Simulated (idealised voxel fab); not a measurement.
Process module name: voxel local oxidation
205 nm wide, 5 nm square cells: that's cross-section cut.
Just so we're on the same page, the cross-sections are grids of square cells, and they're listed out in bands top to bottom, each band one or more rows deep. The band entry comprises the height of the band's top followed by the height of its bottom, expressed in nm, and subsequently the band's materials from left to right, each stated together with its width in nm. Where a single material is marked with the word "full width", that material fills the band from edge to edge. The word "empty" represents empty space. It should be noted that heights are counted from 0, beneath which the wafer as supplied is of one material throughout, and that the lowest band possesses no lower boundary but continues downward, as written in "0 -> down". The expression "30 to 40" gives the width at the extremes of the band, the first number at its top row of cells and the second at its bottom row, with the width changing by equal amounts from each row to the next in between. "nothing different" for a step: no cell of the cross-section changed in that step. The entry titled "Sealed void inventory" provides the empty spaces that have no open way to the top, restricted to those of 8 cells or more. Each is presented as width x height at distance, the distance being measured from the left edge, with all three in nm. Step line, after settings: the simulator's comment on this step. For masked steps, "overlay nm" on the step line gives how far right of plan the mask actually lay; a minus sign means it lay to the left.

Steps planned for the process:
1 op RECEIVE | material Si
2 op CONFORMAL_DEP | material SiO2 | thk nm 5
3 op CONFORMAL_DEP | material SiN | thk nm 10
4 op DIRECTIONAL_DEP | material aC | thk nm 15
5 op PATTERN | tone cover | mask id ACTIVE | material resist | width nm 105 | thk nm 30 | overlay nm 0
6 op DIRECTIONAL_ETCH | etch materials aC | depth nm 15
7 op STRIP | etch materials resist
8 op DIRECTIONAL_ETCH | etch materials SiN | depth nm 10
9 op STRIP | etch materials aC
10 op SELECTIVE_ETCH | etch materials SiO2 | depth nm 5
11 op OXIDIZE | depth nm 15
12 op STRIP | etch materials SiN

Wafer, first of two, run as planned:

Step 1 complete: cross-section of the wafer as received:
> 0 -> down = Si full width
> Sealed void inventory: none

Wafer section view after processing step 2:
> 5 -> 0 = SiO2 full width
> below 0: unchanged

Wafer section view after processing step 3:
> 15 -> 5 = SiN full width
> below 5: unchanged

Wafer section view after processing step 4:
> 30 -> 15 = aC full width
> below 15: unchanged

Wafer section view after processing step 5:
> 60 -> 30 = empty=50; resist=105; empty=50
> below 30: unchanged

Wafer section view after processing step 6:
> 45 -> 30 = empty=50; resist=105; empty=50
> 30 -> 15 = empty=50; aC=105; empty=50
> below 15: unchanged

Wafer section view after processing step 7:
> 30 -> 15 = empty=50; aC=105; empty=50
> below 15: unchanged

Wafer section view after processing step 8:
> 30 -> 15 = empty=50; aC=105; empty=50
> 15 -> 5 = empty=50; SiN=105; empty=50
> below 5: unchanged

Wafer section view after processing step 9:
> 15 -> 5 = empty=50; SiN=105; empty=50
> below 5: unchanged

Wafer section view after processing step 10:
> 15 -> 5 = empty=50; SiN=105; empty=50
> 5 -> 0 = empty=55; SiO2=95; empty=55
> below 0: unchanged

Wafer section view after processing step 11:
> 15 -> 5 = empty=50; SiN=105; empty=50
> 5 -> 0 = empty=55; SiO2=95; empty=55
> 0 -> -15 = SiO2=70; Si=65; SiO2=70
> below -15: unchanged

Wafer section view after processing step 12:
> 5 -> 0 = empty=55; SiO2=95; empty=55
> below 0: unchanged

Second wafer - shared start and plan with the first - one error in running - same as the first up to step 4 inclusive:

Second wafer: cross-section at the scheduled end of step 5:
> 60 -> 30 = empty=50; resist=110; empty=45
> below 30: unchanged

Second wafer: cross-section at the scheduled end of step 6:
> 45 -> 30 = empty=50; resist=110; empty=45
> 30 -> 15 = empty=50; aC=110; empty=45
> below 15: unchanged

Second wafer: cross-section at the scheduled end of step 7:
> 30 -> 15 = empty=50; aC=110; empty=45
> below 15: unchanged

Second wafer: cross-section at the scheduled end of step 8:
> 30 -> 15 = empty=50; aC=110; empty=45
> 15 -> 5 = empty=50; SiN=110; empty=45
> below 5: unchanged

Second wafer: cross-section at the scheduled end of step 9:
> 15 -> 5 = empty=50; SiN=110; empty=45
> below 5: unchanged

Second wafer: cross-section at the scheduled end of step 10:
> 15 -> 5 = empty=50; SiN=110; empty=45
> 5 -> 0 = empty=55; SiO2=100; empty=50
> below 0: unchanged

Second wafer: cross-section at the scheduled end of step 11:
> 15 -> 5 = empty=50; SiN=110; empty=45
> 5 -> 0 = empty=55; SiO2=100; empty=50
> 0 -> -15 = SiO2=70; Si=70; SiO2=65
> below -15: unchanged

Second wafer: cross-section at the scheduled end of step 12:
> 5 -> 0 = empty=55; SiO2=100; empty=50
> below 0: unchanged
So what did we get wrong on this run? off-plan run, step 5, actual operation and settings op PATTERN | tone cover | mask id ACTIVE | material resist | width nm 110 | thk nm 30 | overlay nm 0
At the finish, the second wafer shows more or fewer cells for some materials than the first does: 3 more of Si | 2 fewer of SiO2
